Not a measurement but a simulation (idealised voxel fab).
Name of the process module below: voxel capacitor over wiring
For reference, the cross-section in this document is cut, with width 255 nm and square cells of 5 nm.
Each cross-section below is a grid of square cells, stated as bands in top-down order, with one or more rows of cells making up each band. Each band's line starts with the height of the band's top and of its bottom, in nm. Then come its materials from left to right, each with its width in nm. One material with "edge to edge" fills the band from edge to edge. "empty" is empty space. Height reference: 0 = level under which incoming wafer is all one material. Lowest band: no bottom, runs on downward, e.g. "from 0 down". Quick explanation for "30->40": the width changes in equal steps down the rows of cells, from the first number in the band's top row to the second number in its bottom row. Step note "changes: none" = no cross-section cell changed. Closed void catalog: empty space of 8 cells or more with no open way to the top, each as width x height at its distance from the left edge, in nm. Read whatever lies past the settings on a step's line as the simulator's own remark about the step. "overlay nm" answers the question of how far to the right of plan the mask lay on a step that has a mask, and when it is negative the answer is to the left.
## The process steps that were planned are listed below
1: RECEIVE, material Si
2: CONFORMAL_DEP, material SiO2, thk nm 15
3: DIRECTIONAL_DEP, material TiN, thk nm 5
4: DIRECTIONAL_DEP, material Ru, thk nm 25
5: MASKED_ETCH, tone cover, mask id METAL_1, width nm 20, pitch nm 85, etch materials Ru, depth nm 25, overlay nm 0
6: MASKED_ETCH, tone cover, mask id METAL_1, width nm 20, pitch nm 85, etch materials TiN, depth nm 5, overlay nm 0
7: FILL_DEP, material SiO2, thk nm 10
8: CMP, height nm 45
9: CONFORMAL_DEP, material SiCN, thk nm 5
10: DIRECTIONAL_DEP, material SiO2, thk nm 20
11: DIRECTIONAL_DEP, material aC, thk nm 10
12: PATTERN, tone open, mask id PLUG_1, material resist, width nm 15, thk nm 30, overlay nm 0
13: DIRECTIONAL_ETCH, etch materials aC, depth nm 10
14: STRIP, etch materials resist
15: DIRECTIONAL_ETCH, etch materials SiO2, depth nm 20
16: DIRECTIONAL_ETCH, etch materials SiCN, depth nm 5
17: STRIP, etch materials aC
18: EPI, material Ru, thk nm 10
19: EPI, material Ru, thk nm 10
20: EPI, material Ru, thk nm 5
21: DIRECTIONAL_DEP, material TiN, thk nm 5
22: DIRECTIONAL_DEP, material HfO2, thk nm 5
23: DIRECTIONAL_DEP, material TiN, thk nm 5
24: MASKED_ETCH, tone cover, mask id UPPER_PLATE, width nm 70, etch materials TiN, depth nm 5, overlay nm 0
25: MASKED_ETCH, tone cover, mask id UPPER_PLATE, width nm 70, etch materials HfO2, depth nm 5, overlay nm 0
26: MASKED_ETCH, tone cover, mask id LOWER_PLATE, width nm 80, etch materials TiN, depth nm 5, overlay nm 0
27: FILL_DEP, material SiO2, thk nm 15
28: CMP, height nm 95
29: PATTERN, tone open, mask id PLUG_2, material resist, width nm 15, thk nm 15, overlay nm 0
30: DIRECTIONAL_ETCH, etch materials SiO2, depth nm 10
31: STRIP, etch materials resist
32: CONFORMAL_DEP, material TiN, thk nm 5
33: FILL_DEP, material Ru, thk nm 10
34: CMP, height nm 95
35: CONFORMAL_DEP, material SiCN, thk nm 5
## So, the first of our two wafers, run just as we planned it
## The cross-section here shows the wafer as received, i.e. in its state after step 1
  from 0 down: Si edge to edge
  Closed void catalog: none
## The wafer, seen in cross-section, after step 2
  from 15 to 0: SiO2 edge to edge
  Unchanged below 0.
## The wafer, seen in cross-section, after step 3
  from 20 to 15: TiN edge to edge
  Unchanged below 15.
## The wafer, seen in cross-section, after step 4
  from 45 to 20: Ru edge to edge
  Unchanged below 20.
## The wafer, seen in cross-section, after step 5
  from 45 to 20: 75 of empty | 20 of Ru | 65 of empty | 20 of Ru | 75 of empty
  Unchanged below 20.
## The wafer, seen in cross-section, after step 6
  from 45 to 20: 75 of empty | 20 of Ru | 65 of empty | 20 of Ru | 75 of empty
  from 20 to 15: 75 of empty | 20 of TiN | 65 of empty | 20 of TiN | 75 of empty
  Unchanged below 15.
## The wafer, seen in cross-section, after step 7
  from 55 to 45: SiO2 edge to edge
  from 45 to 20: 75 of SiO2 | 20 of Ru | 65 of SiO2 | 20 of Ru | 75 of SiO2
  from 20 to 15: 75 of SiO2 | 20 of TiN | 65 of SiO2 | 20 of TiN | 75 of SiO2
  Unchanged below 15.
## The wafer, seen in cross-section, after step 8
  from 45 to 20: 75 of SiO2 | 20 of Ru | 65 of SiO2 | 20 of Ru | 75 of SiO2
  Unchanged below 20.
## The wafer, seen in cross-section, after step 9
  from 50 to 45: SiCN edge to edge
  Unchanged below 45.
## The wafer, seen in cross-section, after step 10
  from 70 to 50: SiO2 edge to edge
  Unchanged below 50.
## The wafer, seen in cross-section, after step 11
  from 80 to 70: aC edge to edge
  Unchanged below 70.
## The wafer, seen in cross-section, after step 12
  from 110 to 80: 80 of resist | 15 of empty | 160 of resist
  Unchanged below 80.
## The wafer, seen in cross-section, after step 13
  from 100 to 80: 80 of resist | 15 of empty | 160 of resist
  from 80 to 70: 80 of aC | 15 of empty | 160 of aC
  Unchanged below 70.
## The wafer, seen in cross-section, after step 14
  from 80 to 70: 80 of aC | 15 of empty | 160 of aC
  Unchanged below 70.
## The wafer, seen in cross-section, after step 15
  from 80 to 70: 80 of aC | 15 of empty | 160 of aC
  from 70 to 50: 80 of SiO2 | 15 of empty | 160 of SiO2
  Unchanged below 50.
## The wafer, seen in cross-section, after step 16
  from 80 to 70: 80 of aC | 15 of empty | 160 of aC
  from 70 to 50: 80 of SiO2 | 15 of empty | 160 of SiO2
  from 50 to 45: 80 of SiCN | 15 of empty | 160 of SiCN
  Unchanged below 45.
## The wafer, seen in cross-section, after step 17
  from 70 to 50: 80 of SiO2 | 15 of empty | 160 of SiO2
  Unchanged below 50.
## The wafer, seen in cross-section, after step 18
  from 70 to 55: 80 of SiO2 | 15 of empty | 160 of SiO2
  from 55 to 50: 80 of SiO2 | 15 of Ru | 160 of SiO2
  from 50 to 45: 80 of SiCN | 15 of Ru | 160 of SiCN
  Unchanged below 45.
## The wafer, seen in cross-section, after step 19
  from 70 to 65: 80 of SiO2 | 15 of empty | 160 of SiO2
  from 65 to 50: 80 of SiO2 | 15 of Ru | 160 of SiO2
  Unchanged below 50.
## The wafer, seen in cross-section, after step 20
  from 70 to 50: 80 of SiO2 | 15 of Ru | 160 of SiO2
  Unchanged below 50.
## The wafer, seen in cross-section, after step 21
  from 75 to 70: TiN edge to edge
  Unchanged below 70.
## The wafer, seen in cross-section, after step 22
  from 80 to 75: HfO2 edge to edge
  Unchanged below 75.
## The wafer, seen in cross-section, after step 23
  from 85 to 80: TiN edge to edge
  Unchanged below 80.
## The wafer, seen in cross-section, after step 24
  from 85 to 80: 80 of empty | 70 of TiN | 105 of empty
  Unchanged below 80.
## The wafer, seen in cross-section, after step 25
  from 85 to 80: 80 of empty | 70 of TiN | 105 of empty
  from 80 to 75: 80 of empty | 70 of HfO2 | 105 of empty
  Unchanged below 75.
## The wafer, seen in cross-section, after step 26
  from 85 to 80: 80 of empty | 70 of TiN | 105 of empty
  from 80 to 75: 80 of empty | 70 of HfO2 | 105 of empty
  from 75 to 70: 75 of empty | 80 of TiN | 100 of empty
  Unchanged below 70.
## The wafer, seen in cross-section, after step 27
  from 100 to 85: SiO2 edge to edge
  from 85 to 80: 80 of SiO2 | 70 of TiN | 105 of SiO2
  from 80 to 75: 80 of SiO2 | 70 of HfO2 | 105 of SiO2
  from 75 to 70: 75 of SiO2 | 80 of TiN | 100 of SiO2
  Unchanged below 70.
## The wafer, seen in cross-section, after step 28
  from 95 to 85: SiO2 edge to edge
  Unchanged below 85.
## The wafer, seen in cross-section, after step 29
  from 110 to 95: 90 of resist | 15 of empty | 150 of resist
  Unchanged below 95.
## The wafer, seen in cross-section, after step 30
  from 110 to 95: 90 of resist | 15 of empty | 150 of resist
  from 95 to 85: 90 of SiO2 | 15 of empty | 150 of SiO2
  Unchanged below 85.
## The wafer, seen in cross-section, after step 31
  from 95 to 85: 90 of SiO2 | 15 of empty | 150 of SiO2
  Unchanged below 85.
## The wafer, seen in cross-section, after step 32
  from 100 to 95: 95 of TiN | 5 of empty | 155 of TiN
  from 95 to 90: 90 of SiO2 | 5 of TiN | 5 of empty | 5 of TiN | 150 of SiO2
  from 90 to 80: 90->80 of SiO2 | 15->70 of TiN | 150->105 of SiO2
  Unchanged below 80.
## The wafer, seen in cross-section, after step 33
  from 110 to 100: Ru edge to edge
  from 100 to 95: 95 of TiN | 5 of Ru | 155 of TiN
  from 95 to 90: 90 of SiO2 | 5 of TiN | 5 of Ru | 5 of TiN | 150 of SiO2
  Unchanged below 90.
## The wafer, seen in cross-section, after step 34
  from 95 to 90: 90 of SiO2 | 5 of TiN | 5 of Ru | 5 of TiN | 150 of SiO2
  Unchanged below 90.
## The wafer, seen in cross-section, after step 35
  from 100 to 95: SiCN edge to edge
  Unchanged below 95.
## The second wafer was prepared from the same starting point and under the same plan as the first; its processing contained one mistake, and it remains indistinguishable from the first wafer up to and including step 4
## Second wafer shown in cross-section at the time step 5 was slated to end
  from 45 to 20: 70 of empty | 30 of Ru | 55 of empty | 30 of Ru | 70 of empty
  Unchanged below 20.
## Second wafer shown in cross-section at the time step 6 was slated to end
  from 45 to 20: 70 of empty | 30 of Ru | 55 of empty | 30 of Ru | 70 of empty
  from 20 to 15: 70 of empty | 30 of TiN | 55 of empty | 30 of TiN | 70 of empty
  Unchanged below 15.
## Second wafer shown in cross-section at the time step 7 was slated to end
  from 55 to 45: SiO2 edge to edge
  from 45 to 20: 70 of SiO2 | 30 of Ru | 55 of SiO2 | 30 of Ru | 70 of SiO2
  from 20 to 15: 70 of SiO2 | 30 of TiN | 55 of SiO2 | 30 of TiN | 70 of SiO2
  Unchanged below 15.
## Second wafer shown in cross-section at the time step 8 was slated to end
  from 45 to 20: 70 of SiO2 | 30 of Ru | 55 of SiO2 | 30 of Ru | 70 of SiO2
  Unchanged below 20.
## Second wafer shown in cross-section at the time step 9 was slated to end
  from 50 to 45: SiCN edge to edge
  Unchanged below 45.
## Second wafer shown in cross-section at the time step 10 was slated to end
  from 70 to 50: SiO2 edge to edge
  Unchanged below 50.
## Second wafer shown in cross-section at the time step 11 was slated to end
  from 80 to 70: aC edge to edge
  Unchanged below 70.
## Second wafer shown in cross-section at the time step 12 was slated to end
  from 110 to 80: 80 of resist | 15 of empty | 160 of resist
  Unchanged below 80.
## Second wafer shown in cross-section at the time step 13 was slated to end
  from 100 to 80: 80 of resist | 15 of empty | 160 of resist
  from 80 to 70: 80 of aC | 15 of empty | 160 of aC
  Unchanged below 70.
## Second wafer shown in cross-section at the time step 14 was slated to end
  from 80 to 70: 80 of aC | 15 of empty | 160 of aC
  Unchanged below 70.
## Second wafer shown in cross-section at the time step 15 was slated to end
  from 80 to 70: 80 of aC | 15 of empty | 160 of aC
  from 70 to 50: 80 of SiO2 | 15 of empty | 160 of SiO2
  Unchanged below 50.
## Second wafer shown in cross-section at the time step 16 was slated to end
  from 80 to 70: 80 of aC | 15 of empty | 160 of aC
  from 70 to 50: 80 of SiO2 | 15 of empty | 160 of SiO2
  from 50 to 45: 80 of SiCN | 15 of empty | 160 of SiCN
  Unchanged below 45.
## Second wafer shown in cross-section at the time step 17 was slated to end
  from 70 to 50: 80 of SiO2 | 15 of empty | 160 of SiO2
  Unchanged below 50.
## Second wafer shown in cross-section at the time step 18 was slated to end
  from 70 to 55: 80 of SiO2 | 15 of empty | 160 of SiO2
  from 55 to 50: 80 of SiO2 | 15 of Ru | 160 of SiO2
  from 50 to 45: 80 of SiCN | 15 of Ru | 160 of SiCN
  Unchanged below 45.
## Second wafer shown in cross-section at the time step 19 was slated to end
  from 70 to 65: 80 of SiO2 | 15 of empty | 160 of SiO2
  from 65 to 50: 80 of SiO2 | 15 of Ru | 160 of SiO2
  Unchanged below 50.
## Second wafer shown in cross-section at the time step 20 was slated to end
  from 70 to 50: 80 of SiO2 | 15 of Ru | 160 of SiO2
  Unchanged below 50.
## Second wafer shown in cross-section at the time step 21 was slated to end
  from 75 to 70: TiN edge to edge
  Unchanged below 70.
## Second wafer shown in cross-section at the time step 22 was slated to end
  from 80 to 75: HfO2 edge to edge
  Unchanged below 75.
## Second wafer shown in cross-section at the time step 23 was slated to end
  from 85 to 80: TiN edge to edge
  Unchanged below 80.
## Second wafer shown in cross-section at the time step 24 was slated to end
  from 85 to 80: 80 of empty | 70 of TiN | 105 of empty
  Unchanged below 80.
## Second wafer shown in cross-section at the time step 25 was slated to end
  from 85 to 80: 80 of empty | 70 of TiN | 105 of empty
  from 80 to 75: 80 of empty | 70 of HfO2 | 105 of empty
  Unchanged below 75.
## Second wafer shown in cross-section at the time step 26 was slated to end
  from 85 to 80: 80 of empty | 70 of TiN | 105 of empty
  from 80 to 75: 80 of empty | 70 of HfO2 | 105 of empty
  from 75 to 70: 75 of empty | 80 of TiN | 100 of empty
  Unchanged below 70.
## Second wafer shown in cross-section at the time step 27 was slated to end
  from 100 to 85: SiO2 edge to edge
  from 85 to 80: 80 of SiO2 | 70 of TiN | 105 of SiO2
  from 80 to 75: 80 of SiO2 | 70 of HfO2 | 105 of SiO2
  from 75 to 70: 75 of SiO2 | 80 of TiN | 100 of SiO2
  Unchanged below 70.
## Second wafer shown in cross-section at the time step 28 was slated to end
  from 95 to 85: SiO2 edge to edge
  Unchanged below 85.
## Second wafer shown in cross-section at the time step 29 was slated to end
  from 110 to 95: 90 of resist | 15 of empty | 150 of resist
  Unchanged below 95.
## Second wafer shown in cross-section at the time step 30 was slated to end
  from 110 to 95: 90 of resist | 15 of empty | 150 of resist
  from 95 to 85: 90 of SiO2 | 15 of empty | 150 of SiO2
  Unchanged below 85.
## Second wafer shown in cross-section at the time step 31 was slated to end
  from 95 to 85: 90 of SiO2 | 15 of empty | 150 of SiO2
  Unchanged below 85.
## Second wafer shown in cross-section at the time step 32 was slated to end
  from 100 to 95: 95 of TiN | 5 of empty | 155 of TiN
  from 95 to 90: 90 of SiO2 | 5 of TiN | 5 of empty | 5 of TiN | 150 of SiO2
  from 90 to 80: 90->80 of SiO2 | 15->70 of TiN | 150->105 of SiO2
  Unchanged below 80.
## Second wafer shown in cross-section at the time step 33 was slated to end
  from 110 to 100: Ru edge to edge
  from 100 to 95: 95 of TiN | 5 of Ru | 155 of TiN
  from 95 to 90: 90 of SiO2 | 5 of TiN | 5 of Ru | 5 of TiN | 150 of SiO2
  Unchanged below 90.
## Second wafer shown in cross-section at the time step 34 was slated to end
  from 95 to 90: 90 of SiO2 | 5 of TiN | 5 of Ru | 5 of TiN | 150 of SiO2
  Unchanged below 90.
## Second wafer shown in cross-section at the time step 35 was slated to end
  from 100 to 95: SiCN edge to edge
  Unchanged below 95.
What broke from the plan during processing? off-plan run, step 5, actual operation and settings MASKED_ETCH, tone cover, mask id METAL_1, width nm 30, pitch nm 85, etch materials Ru, depth nm 25, overlay nm 0
Final comparison by cell count, materials where the second wafer has more or fewer than the first: +20 Ru, -24 SiO2, +4 TiN
